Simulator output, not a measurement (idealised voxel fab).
process module | voxel transistor to metal
cross-section cut | 165 nm wide | cells 5 nm
A cross-section is a grid of square cells, given in bands from the top down. A band is one or more rows of cells.
Each band's line starts with the height of the band's top and of its bottom, in nm. Then come its materials from left to right, each with its width in nm. One material with "throughout" fills the band from edge to edge. "air" is empty space.
Height 0 is the level under which the wafer as received is all one material. The lowest band goes on downwards, as in "0 down".
A width such as "30 to 40" changes by the same amount from each row of cells to the next, from the band's top row to its bottom row.
"no change" after a step means that no cell of the cross-section changed.
closed voids: empty space of 8 cells or more with no open way to the top, each as width x height at its distance from the left edge, in nm
after a step's settings: what the simulator itself notes on the step
overlay nm, on a step with a mask: how far to the right of its planned place the mask lay; to the left if negative
plan
1 op RECEIVE | material Si
2 op CONFORMAL_DEP | material SiO2 | thk nm 5
3 op CONFORMAL_DEP | material SiN | thk nm 10
4 op MASKED_ETCH | tone cover | mask id ACTIVE | width nm 110 | etch materials SiN | depth nm 10 | overlay nm 0
5 op MASKED_ETCH | tone cover | mask id ACTIVE | width nm 110 | etch materials SiO2 | depth nm 5 | overlay nm 0
6 op MASKED_ETCH | tone cover | mask id ACTIVE | width nm 110 | etch materials Si | depth nm 35 | overlay nm 0
7 op FILL_DEP | material SiO2 | thk nm 15
8 op CMP | height nm 15
9 op SELECTIVE_ETCH | etch materials SiO2 | depth nm 10
10 op STRIP | etch materials SiN
11 op SELECTIVE_ETCH | etch materials SiO2 | depth nm 5
12 op OXIDIZE | depth nm 5
13 op DIRECTIONAL_DEP | material polySi | thk nm 25
14 op DIRECTIONAL_DEP | material SiCN | thk nm 10
15 op DIRECTIONAL_DEP | material aC | thk nm 15
16 op PATTERN | tone cover | mask id GATE | material resist | width nm 20 | thk nm 30 | overlay nm 0
17 op DIRECTIONAL_ETCH | etch materials aC | depth nm 15
18 op STRIP | etch materials resist
19 op DIRECTIONAL_ETCH | etch materials SiCN | depth nm 20
20 op DIRECTIONAL_ETCH | etch materials polySi | depth nm 35
21 op STRIP | etch materials aC
22 op CONFORMAL_DEP | material SiO2 | thk nm 5
23 op DIRECTIONAL_ETCH | etch materials SiO2 | depth nm 5
24 op CONFORMAL_DEP | material SiN | thk nm 5
25 op DIRECTIONAL_ETCH | etch materials SiN | depth nm 5
26 op DIRECTIONAL_ETCH | etch materials SiO2 | depth nm 5
27 op DIRECTIONAL_ETCH | etch materials Si | depth nm 10
28 op EPI | material nSi | thk nm 15
29 op FILL_DEP | material SiO2 | thk nm 5
30 op CMP | height nm 35
31 op DIRECTIONAL_DEP | material SiO2 | thk nm 10
32 op PATTERN | tone open | mask id CONTACT | material resist | width nm 35 | pitch nm 65 | thk nm 20 | overlay nm 0
33 op DIRECTIONAL_ETCH | etch materials SiO2 | depth nm 45
34 op STRIP | etch materials resist
35 op CONFORMAL_DEP | material TiN | thk nm 5
36 op FILL_DEP | material Ru | thk nm 10
37 op CMP | height nm 45
38 op CONFORMAL_DEP | material SiN | thk nm 5
39 op DIRECTIONAL_DEP | material lowk | thk nm 20
40 op PATTERN | tone open | mask id METAL_1 | material resist | width nm 20 | pitch nm 80 | thk nm 15 | overlay nm 0
41 op DIRECTIONAL_ETCH | etch materials lowk | depth nm 20
42 op DIRECTIONAL_ETCH | etch materials SiN | depth nm 5
43 op STRIP | etch materials resist
44 op CONFORMAL_DEP | material TiN | thk nm 5
45 op FILL_DEP | material W | thk nm 5
46 op CMP | height nm 70
47 op CONFORMAL_DEP | material SiCN | thk nm 5
first wafer, as planned
as received, after step 1
  0 down: Si throughout
  closed voids: none
after step 2
  5 to 0: SiO2 throughout
  below 0: unchanged
after step 3
  15 to 5: SiN throughout
  below 5: unchanged
after step 4
  15 to 5: air 25 | SiN 110 | air 30
  below 5: unchanged
after step 5
  15 to 5: air 25 | SiN 110 | air 30
  5 to 0: air 25 | SiO2 110 | air 30
  below 0: unchanged
after step 6
  15 to 5: air 25 | SiN 110 | air 30
  5 to 0: air 25 | SiO2 110 | air 30
  0 to -35: air 25 | Si 110 | air 30
  below -35: unchanged
after step 7
  30 to 15: SiO2 throughout
  15 to 5: SiO2 25 | SiN 110 | SiO2 30
  5 to 0: SiO2 throughout
  0 to -35: SiO2 25 | Si 110 | SiO2 30
  below -35: unchanged
after step 8
  15 to 5: SiO2 25 | SiN 110 | SiO2 30
  below 5: unchanged
after step 9
  15 to 5: air 25 | SiN 110 | air 30
  below 5: unchanged
after step 10
  5 to 0: SiO2 throughout
  below 0: unchanged
after step 11
  0 to -35: SiO2 25 | Si 110 | SiO2 30
  below -35: unchanged
after step 12
  0 to -5: SiO2 throughout
  below -5: unchanged
after step 13
  25 to 0: polySi throughout
  below 0: unchanged
after step 14
  35 to 25: SiCN throughout
  below 25: unchanged
after step 15
  50 to 35: aC throughout
  below 35: unchanged
after step 16
  80 to 50: air 70 | resist 20 | air 75
  below 50: unchanged
after step 17
  65 to 50: air 70 | resist 20 | air 75
  50 to 35: air 70 | aC 20 | air 75
  below 35: unchanged
after step 18
  50 to 35: air 70 | aC 20 | air 75
  below 35: unchanged
after step 19
  50 to 35: air 70 | aC 20 | air 75
  35 to 25: air 70 | SiCN 20 | air 75
  below 25: unchanged
after step 20
  50 to 35: air 70 | aC 20 | air 75
  35 to 25: air 70 | SiCN 20 | air 75
  25 to 0: air 70 | polySi 20 | air 75
  below 0: unchanged
after step 21
  35 to 25: air 70 | SiCN 20 | air 75
  below 25: unchanged
after step 22
  40 to 35: air 65 | SiO2 30 | air 70
  35 to 25: air 65 | SiO2 5 | SiCN 20 | SiO2 5 | air 70
  25 to 5: air 65 | SiO2 5 | polySi 20 | SiO2 5 | air 70
  5 to 0: SiO2 70 | polySi 20 | SiO2 75
  below 0: unchanged
after step 23
  35 to 25: air 65 | SiO2 5 | SiCN 20 | SiO2 5 | air 70
  25 to 0: air 65 | SiO2 5 | polySi 20 | SiO2 5 | air 70
  below 0: unchanged
after step 24
  40 to 35: air 60 | SiN 40 | air 65
  35 to 25: air 60 | SiN 5 | SiO2 5 | SiCN 20 | SiO2 5 | SiN 5 | air 65
  25 to 5: air 60 | SiN 5 | SiO2 5 | polySi 20 | SiO2 5 | SiN 5 | air 65
  5 to 0: SiN 65 | SiO2 5 | polySi 20 | SiO2 5 | SiN 70
  below 0: unchanged
after step 25
  35 to 25: air 60 | SiN 5 | SiO2 5 | SiCN 20 | SiO2 5 | SiN 5 | air 65
  25 to 0: air 60 | SiN 5 | SiO2 5 | polySi 20 | SiO2 5 | SiN 5 | air 65
  below 0: unchanged
after step 26
  35 to 30: air 60 | SiN 5 | air 5 | SiCN 20 | air 5 | SiN 5 | air 65
  30 to 25: air 60 | SiN 5 | SiO2 5 | SiCN 20 | SiO2 5 | SiN 5 | air 65
  25 to 0: air 60 | SiN 5 | SiO2 5 | polySi 20 | SiO2 5 | SiN 5 | air 65
  0 to -5: air 60 | SiO2 40 | air 65
  below -5: unchanged
after step 27
  35 to 30: air 60 | SiN 5 | air 5 | SiCN 20 | air 5 | SiN 5 | air 65
  30 to 25: air 60 | SiN 5 | SiO2 5 | SiCN 20 | SiO2 5 | SiN 5 | air 65
  25 to 0: air 60 | SiN 5 | SiO2 5 | polySi 20 | SiO2 5 | SiN 5 | air 65
  0 to -5: air 60 | SiO2 40 | air 65
  -5 to -15: SiO2 25 | air 35 | Si 40 | air 35 | SiO2 30
  below -15: unchanged
after step 28
  35 to 30: air 60 | SiN 5 | air 5 | SiCN 20 | air 5 | SiN 5 | air 65
  30 to 25: air 60 | SiN 5 | SiO2 5 | SiCN 20 | SiO2 5 | SiN 5 | air 65
  25 to 10: air 60 | SiN 5 | SiO2 5 | polySi 20 | SiO2 5 | SiN 5 | air 65
  10 to 0: air 45 | nSi 15 | SiN 5 | SiO2 5 | polySi 20 | SiO2 5 | SiN 5 | nSi 15 | air 50
  0 to -5: air 20 | nSi 40 | SiO2 40 | nSi 40 | air 25
  -5 to -15: SiO2 25 | nSi 35 | Si 40 | nSi 35 | SiO2 30
  below -15: unchanged
after step 29
  40 to 35: SiO2 throughout
  35 to 25: SiO2 60 | SiN 5 | SiO2 5 | SiCN 20 | SiO2 5 | SiN 5 | SiO2 65
  25 to 10: SiO2 60 | SiN 5 | SiO2 5 | polySi 20 | SiO2 5 | SiN 5 | SiO2 65
  10 to 0: SiO2 45 | nSi 15 | SiN 5 | SiO2 5 | polySi 20 | SiO2 5 | SiN 5 | nSi 15 | SiO2 50
  0 to -5: SiO2 20 | nSi 40 | SiO2 40 | nSi 40 | SiO2 25
  below -5: unchanged
after step 30
  35 to 25: SiO2 60 | SiN 5 | SiO2 5 | SiCN 20 | SiO2 5 | SiN 5 | SiO2 65
  below 25: unchanged
after step 31
  45 to 35: SiO2 throughout
  below 35: unchanged
after step 32
  65 to 45: resist 30 | air 35 | resist 30 | air 35 | resist 35
  below 45: unchanged
after step 33
  65 to 45: resist 30 | air 35 | resist 30 | air 35 | resist 35
  45 to 35: SiO2 30 | air 35 | SiO2 30 | air 35 | SiO2 35
  35 to 25: SiO2 30 | air 30 | SiN 5 | SiO2 5 | SiCN 20 | SiO2 5 | SiN 5 | air 30 | SiO2 35
  25 to 10: SiO2 30 | air 30 | SiN 5 | SiO2 5 | polySi 20 | SiO2 5 | SiN 5 | air 30 | SiO2 35
  10 to 0: SiO2 30 | air 15 | nSi 15 | SiN 5 | SiO2 5 | polySi 20 | SiO2 5 | SiN 5 | nSi 15 | air 15 | SiO2 35
  below 0: unchanged
after step 34
  45 to 35: SiO2 30 | air 35 | SiO2 30 | air 35 | SiO2 35
  below 35: unchanged
after step 35
  50 to 45: TiN 35 | air 25 | TiN 40 | air 25 | TiN 40
  45 to 35: SiO2 30 | TiN 5 | air 25 to 20 | TiN 5 to 10 | SiO2 30 | TiN 5 to 10 | air 25 to 20 | TiN 5 | SiO2 35
  35 to 25: SiO2 30 | TiN 5 | air 20 | TiN 5 | SiN 5 | SiO2 5 | SiCN 20 | SiO2 5 | SiN 5 | TiN 5 | air 20 | TiN 5 | SiO2 35
  25 to 15: SiO2 30 | TiN 5 | air 20 | TiN 5 | SiN 5 | SiO2 5 | polySi 20 | SiO2 5 | SiN 5 | TiN 5 | air 20 | TiN 5 | SiO2 35
  15 to 10: SiO2 30 | TiN 5 | air 5 | TiN 20 | SiN 5 | SiO2 5 | polySi 20 | SiO2 5 | SiN 5 | TiN 20 | air 5 | TiN 5 | SiO2 35
  10 to 5: SiO2 30 | TiN 5 | air 5 | TiN 5 | nSi 15 | SiN 5 | SiO2 5 | polySi 20 | SiO2 5 | SiN 5 | nSi 15 | TiN 5 | air 5 | TiN 5 | SiO2 35
  5 to 0: SiO2 30 | TiN 15 | nSi 15 | SiN 5 | SiO2 5 | polySi 20 | SiO2 5 | SiN 5 | nSi 15 | TiN 15 | SiO2 35
  below 0: unchanged
after step 36
  60 to 50: Ru throughout
  50 to 45: TiN 35 | Ru 25 | TiN 40 | Ru 25 | TiN 40
  45 to 35: SiO2 30 | TiN 5 | Ru 25 to 20 | TiN 5 to 10 | SiO2 30 | TiN 5 to 10 | Ru 25 to 20 | TiN 5 | SiO2 35
  35 to 25: SiO2 30 | TiN 5 | Ru 20 | TiN 5 | SiN 5 | SiO2 5 | SiCN 20 | SiO2 5 | SiN 5 | TiN 5 | Ru 20 | TiN 5 | SiO2 35
  25 to 15: SiO2 30 | TiN 5 | Ru 20 | TiN 5 | SiN 5 | SiO2 5 | polySi 20 | SiO2 5 | SiN 5 | TiN 5 | Ru 20 | TiN 5 | SiO2 35
  15 to 10: SiO2 30 | TiN 5 | Ru 5 | TiN 20 | SiN 5 | SiO2 5 | polySi 20 | SiO2 5 | SiN 5 | TiN 20 | Ru 5 | TiN 5 | SiO2 35
  10 to 5: SiO2 30 | TiN 5 | Ru 5 | TiN 5 | nSi 15 | SiN 5 | SiO2 5 | polySi 20 | SiO2 5 | SiN 5 | nSi 15 | TiN 5 | Ru 5 | TiN 5 | SiO2 35
  below 5: unchanged
after step 37
  45 to 35: SiO2 30 | TiN 5 | Ru 25 to 20 | TiN 5 to 10 | SiO2 30 | TiN 5 to 10 | Ru 25 to 20 | TiN 5 | SiO2 35
  below 35: unchanged
after step 38
  50 to 45: SiN throughout
  below 45: unchanged
after step 39
  70 to 50: lowk throughout
  below 50: unchanged
after step 40
  85 to 70: resist 30 | air 20 | resist 60 | air 20 | resist 35
  below 70: unchanged
after step 41
  85 to 70: resist 30 | air 20 | resist 60 | air 20 | resist 35
  70 to 50: lowk 30 | air 20 | lowk 60 | air 20 | lowk 35
  below 50: unchanged
after step 42
  85 to 70: resist 30 | air 20 | resist 60 | air 20 | resist 35
  70 to 50: lowk 30 | air 20 | lowk 60 | air 20 | lowk 35
  50 to 45: SiN 30 | air 20 | SiN 60 | air 20 | SiN 35
  below 45: unchanged
after step 43
  70 to 50: lowk 30 | air 20 | lowk 60 | air 20 | lowk 35
  below 50: unchanged
after step 44
  75 to 70: TiN 35 | air 10 | TiN 70 | air 10 | TiN 40
  70 to 50: lowk 30 | TiN 5 | air 10 | TiN 5 | lowk 60 | TiN 5 | air 10 | TiN 5 | lowk 35
  50 to 45: SiN 30 | TiN 20 | SiN 60 | TiN 20 | SiN 35
  below 45: unchanged
after step 45
  80 to 75: W throughout
  75 to 70: TiN 35 | W 10 | TiN 70 | W 10 | TiN 40
  70 to 50: lowk 30 | TiN 5 | W 10 | TiN 5 | lowk 60 | TiN 5 | W 10 | TiN 5 | lowk 35
  below 50: unchanged
after step 46
  70 to 50: lowk 30 | TiN 5 | W 10 | TiN 5 | lowk 60 | TiN 5 | W 10 | TiN 5 | lowk 35
  below 50: unchanged
after step 47
  75 to 70: SiCN throughout
  below 70: unchanged
second wafer: like start, like plan, one mistake. Through step 9 it matches the first wafer
when step 10 should have ended
  15 to 5: air 25 | SiN 110 | air 30
  5 to 0: air 30 | SiO2 100 | air 35
  below 0: unchanged
when step 11 should have ended
  5 to 0: air 30 | SiO2 100 | air 35
  below 0: unchanged
when step 12 should have ended
  5 to 0: air 30 | SiO2 100 | air 35
  0 to -5: SiO2 35 | Si 90 | SiO2 40
  below -5: unchanged
when step 13 should have ended
  30 to 25: air 30 | polySi 100 | air 35
  25 to 5: polySi throughout
  5 to 0: polySi 30 | SiO2 100 | polySi 35
  below 0: unchanged
when step 14 should have ended
  40 to 35: air 30 | SiCN 100 | air 35
  35 to 30: SiCN throughout
  30 to 25: SiCN 30 | polySi 100 | SiCN 35
  below 25: unchanged
when step 15 should have ended
  55 to 50: air 30 | aC 100 | air 35
  50 to 40: aC throughout
  40 to 35: aC 30 | SiCN 100 | aC 35
  below 35: unchanged
when step 16 should have ended
  85 to 55: air 70 | resist 20 | air 75
  below 55: unchanged
when step 17 should have ended
  70 to 55: air 70 | resist 20 | air 75
  55 to 40: air 70 | aC 20 | air 75
  40 to 35: air 30 | SiCN 100 | air 35
  below 35: unchanged
when step 18 should have ended
  55 to 40: air 70 | aC 20 | air 75
  below 40: unchanged
when step 19 should have ended
  55 to 40: air 70 | aC 20 | air 75
  40 to 30: air 70 | SiCN 20 | air 75
  30 to 25: air 30 | polySi 100 | air 35
  below 25: unchanged
when step 20 should have ended
  55 to 40: air 70 | aC 20 | air 75
  40 to 30: air 70 | SiCN 20 | air 75
  30 to 5: air 70 | polySi 20 | air 75
  5 to 0: air 30 | SiO2 100 | air 35
  below 0: unchanged
when step 21 should have ended
  40 to 30: air 70 | SiCN 20 | air 75
  below 30: unchanged
when step 22 should have ended
  45 to 40: air 65 | SiO2 30 | air 70
  40 to 30: air 65 | SiO2 5 | SiCN 20 | SiO2 5 | air 70
  30 to 10: air 65 | SiO2 5 | polySi 20 | SiO2 5 | air 70
  10 to 5: air 25 | SiO2 45 | polySi 20 | SiO2 45 | air 30
  5 to 0: SiO2 throughout
  below 0: unchanged
when step 23 should have ended
  40 to 30: air 65 | SiO2 5 | SiCN 20 | SiO2 5 | air 70
  30 to 5: air 65 | SiO2 5 | polySi 20 | SiO2 5 | air 70
  5 to 0: air 25 | SiO2 110 | air 30
  below 0: unchanged
when step 24 should have ended
  45 to 40: air 60 | SiN 40 | air 65
  40 to 30: air 60 | SiN 5 | SiO2 5 | SiCN 20 | SiO2 5 | SiN 5 | air 65
  30 to 10: air 60 | SiN 5 | SiO2 5 | polySi 20 | SiO2 5 | SiN 5 | air 65
  10 to 5: air 20 | SiN 45 | SiO2 5 | polySi 20 | SiO2 5 | SiN 45 | air 25
  5 to 0: SiN 25 | SiO2 110 | SiN 30
  below 0: unchanged
when step 25 should have ended
  40 to 30: air 60 | SiN 5 | SiO2 5 | SiCN 20 | SiO2 5 | SiN 5 | air 65
  30 to 5: air 60 | SiN 5 | SiO2 5 | polySi 20 | SiO2 5 | SiN 5 | air 65
  5 to 0: air 20 | SiN 5 | SiO2 110 | SiN 5 | air 25
  below 0: unchanged
when step 26 should have ended
  40 to 35: air 60 | SiN 5 | air 5 | SiCN 20 | air 5 | SiN 5 | air 65
  35 to 30: air 60 | SiN 5 | SiO2 5 | SiCN 20 | SiO2 5 | SiN 5 | air 65
  30 to 5: air 60 | SiN 5 | SiO2 5 | polySi 20 | SiO2 5 | SiN 5 | air 65
  5 to 0: air 20 | SiN 5 | air 35 | SiO2 40 | air 35 | SiN 5 | air 25
  0 to -5: air 20 | SiO2 15 | Si 90 | SiO2 15 | air 25
  below -5: unchanged
when step 27 should have ended
  40 to 35: air 60 | SiN 5 | air 5 | SiCN 20 | air 5 | SiN 5 | air 65
  35 to 30: air 60 | SiN 5 | SiO2 5 | SiCN 20 | SiO2 5 | SiN 5 | air 65
  30 to 5: air 60 | SiN 5 | SiO2 5 | polySi 20 | SiO2 5 | SiN 5 | air 65
  5 to 0: air 20 | SiN 5 | air 35 | SiO2 40 | air 35 | SiN 5 | air 25
  0 to -5: air 20 | SiO2 15 | air 25 | Si 40 | air 25 | SiO2 15 | air 25
  -5 to -10: SiO2 25 | Si 10 | air 25 | Si 40 | air 25 | Si 10 | SiO2 30
  below -10: unchanged
when step 28 should have ended
  40 to 35: air 60 | SiN 5 | air 5 | SiCN 20 | air 5 | SiN 5 | air 65
  35 to 30: air 60 | SiN 5 | SiO2 5 | SiCN 20 | SiO2 5 | SiN 5 | air 65
  30 to 15: air 60 | SiN 5 | SiO2 5 | polySi 20 | SiO2 5 | SiN 5 | air 65
  15 to 5: air 45 to 25 | nSi 15 to 35 | SiN 5 | SiO2 5 | polySi 20 | SiO2 5 | SiN 5 | nSi 15 to 35 | air 50 to 30
  5 to 0: air 20 | SiN 5 | nSi 35 | SiO2 40 | nSi 35 | SiN 5 | air 25
  0 to -5: air 20 | SiO2 15 | nSi 25 | Si 40 | nSi 25 | SiO2 15 | air 25
  -5 to -10: SiO2 25 | Si 10 | nSi 25 | Si 40 | nSi 25 | Si 10 | SiO2 30
  below -10: unchanged
when step 29 should have ended
  45 to 40: SiO2 throughout
  40 to 30: SiO2 60 | SiN 5 | SiO2 5 | SiCN 20 | SiO2 5 | SiN 5 | SiO2 65
  30 to 15: SiO2 60 | SiN 5 | SiO2 5 | polySi 20 | SiO2 5 | SiN 5 | SiO2 65
  15 to 5: SiO2 45 to 25 | nSi 15 to 35 | SiN 5 | SiO2 5 | polySi 20 | SiO2 5 | SiN 5 | nSi 15 to 35 | SiO2 50 to 30
  5 to 0: SiO2 20 | SiN 5 | nSi 35 | SiO2 40 | nSi 35 | SiN 5 | SiO2 25
  0 to -5: SiO2 35 | nSi 25 | Si 40 | nSi 25 | SiO2 40
  below -5: unchanged
when step 30 should have ended
  35 to 30: SiO2 60 | SiN 5 | SiO2 5 | SiCN 20 | SiO2 5 | SiN 5 | SiO2 65
  below 30: unchanged
when step 31 should have ended
  45 to 35: SiO2 throughout
  below 35: unchanged
when step 32 should have ended
  65 to 45: resist 30 | air 35 | resist 30 | air 35 | resist 35
  below 45: unchanged
when step 33 should have ended
  65 to 45: resist 30 | air 35 | resist 30 | air 35 | resist 35
  45 to 35: SiO2 30 | air 35 | SiO2 30 | air 35 | SiO2 35
  35 to 30: SiO2 30 | air 30 | SiN 5 | SiO2 5 | SiCN 20 | SiO2 5 | SiN 5 | air 30 | SiO2 35
  30 to 15: SiO2 30 | air 30 | SiN 5 | SiO2 5 | polySi 20 | SiO2 5 | SiN 5 | air 30 | SiO2 35
  15 to 10: SiO2 30 | air 15 | nSi 15 | SiN 5 | SiO2 5 | polySi 20 | SiO2 5 | SiN 5 | nSi 15 | air 15 | SiO2 35
  below 10: unchanged
when step 34 should have ended
  45 to 35: SiO2 30 | air 35 | SiO2 30 | air 35 | SiO2 35
  below 35: unchanged
when step 35 should have ended
  50 to 45: TiN 35 | air 25 | TiN 40 | air 25 | TiN 40
  45 to 35: SiO2 30 | TiN 5 | air 25 to 20 | TiN 5 to 10 | SiO2 30 | TiN 5 to 10 | air 25 to 20 | TiN 5 | SiO2 35
  35 to 30: SiO2 30 | TiN 5 | air 20 | TiN 5 | SiN 5 | SiO2 5 | SiCN 20 | SiO2 5 | SiN 5 | TiN 5 | air 20 | TiN 5 | SiO2 35
  30 to 20: SiO2 30 | TiN 5 | air 20 | TiN 5 | SiN 5 | SiO2 5 | polySi 20 | SiO2 5 | SiN 5 | TiN 5 | air 20 | TiN 5 | SiO2 35
  20 to 15: SiO2 30 | TiN 5 | air 5 | TiN 20 | SiN 5 | SiO2 5 | polySi 20 | SiO2 5 | SiN 5 | TiN 20 | air 5 | TiN 5 | SiO2 35
  15 to 10: SiO2 30 | TiN 15 | nSi 15 | SiN 5 | SiO2 5 | polySi 20 | SiO2 5 | SiN 5 | nSi 15 | TiN 15 | SiO2 35
  below 10: unchanged
when step 36 should have ended
  60 to 50: Ru throughout
  50 to 45: TiN 35 | Ru 25 | TiN 40 | Ru 25 | TiN 40
  45 to 35: SiO2 30 | TiN 5 | Ru 25 to 20 | TiN 5 to 10 | SiO2 30 | TiN 5 to 10 | Ru 25 to 20 | TiN 5 | SiO2 35
  35 to 30: SiO2 30 | TiN 5 | Ru 20 | TiN 5 | SiN 5 | SiO2 5 | SiCN 20 | SiO2 5 | SiN 5 | TiN 5 | Ru 20 | TiN 5 | SiO2 35
  30 to 20: SiO2 30 | TiN 5 | Ru 20 | TiN 5 | SiN 5 | SiO2 5 | polySi 20 | SiO2 5 | SiN 5 | TiN 5 | Ru 20 | TiN 5 | SiO2 35
  20 to 15: SiO2 30 | TiN 5 | Ru 5 | TiN 20 | SiN 5 | SiO2 5 | polySi 20 | SiO2 5 | SiN 5 | TiN 20 | Ru 5 | TiN 5 | SiO2 35
  below 15: unchanged
when step 37 should have ended
  45 to 35: SiO2 30 | TiN 5 | Ru 25 to 20 | TiN 5 to 10 | SiO2 30 | TiN 5 to 10 | Ru 25 to 20 | TiN 5 | SiO2 35
  below 35: unchanged
when step 38 should have ended
  50 to 45: SiN throughout
  below 45: unchanged
when step 39 should have ended
  70 to 50: lowk throughout
  below 50: unchanged
when step 40 should have ended
  85 to 70: resist 30 | air 20 | resist 60 | air 20 | resist 35
  below 70: unchanged
when step 41 should have ended
  85 to 70: resist 30 | air 20 | resist 60 | air 20 | resist 35
  70 to 50: lowk 30 | air 20 | lowk 60 | air 20 | lowk 35
  below 50: unchanged
when step 42 should have ended
  85 to 70: resist 30 | air 20 | resist 60 | air 20 | resist 35
  70 to 50: lowk 30 | air 20 | lowk 60 | air 20 | lowk 35
  50 to 45: SiN 30 | air 20 | SiN 60 | air 20 | SiN 35
  below 45: unchanged
when step 43 should have ended
  70 to 50: lowk 30 | air 20 | lowk 60 | air 20 | lowk 35
  below 50: unchanged
when step 44 should have ended
  75 to 70: TiN 35 | air 10 | TiN 70 | air 10 | TiN 40
  70 to 50: lowk 30 | TiN 5 | air 10 | TiN 5 | lowk 60 | TiN 5 | air 10 | TiN 5 | lowk 35
  50 to 45: SiN 30 | TiN 20 | SiN 60 | TiN 20 | SiN 35
  below 45: unchanged
when step 45 should have ended
  80 to 75: W throughout
  75 to 70: TiN 35 | W 10 | TiN 70 | W 10 | TiN 40
  70 to 50: lowk 30 | TiN 5 | W 10 | TiN 5 | lowk 60 | TiN 5 | W 10 | TiN 5 | lowk 35
  below 50: unchanged
when step 46 should have ended
  70 to 50: lowk 30 | TiN 5 | W 10 | TiN 5 | lowk 60 | TiN 5 | W 10 | TiN 5 | lowk 35
  below 50: unchanged
when step 47 should have ended
  75 to 70: SiCN throughout
  below 70: unchanged
what went wrong: steps 10 and 11 were swapped
at the end the second wafer has, in cells: 10 fewer of Ru | 26 more of Si | 4 fewer of SiCN | 2 fewer of SiO2 | 8 fewer of TiN | 2 fewer of nSi
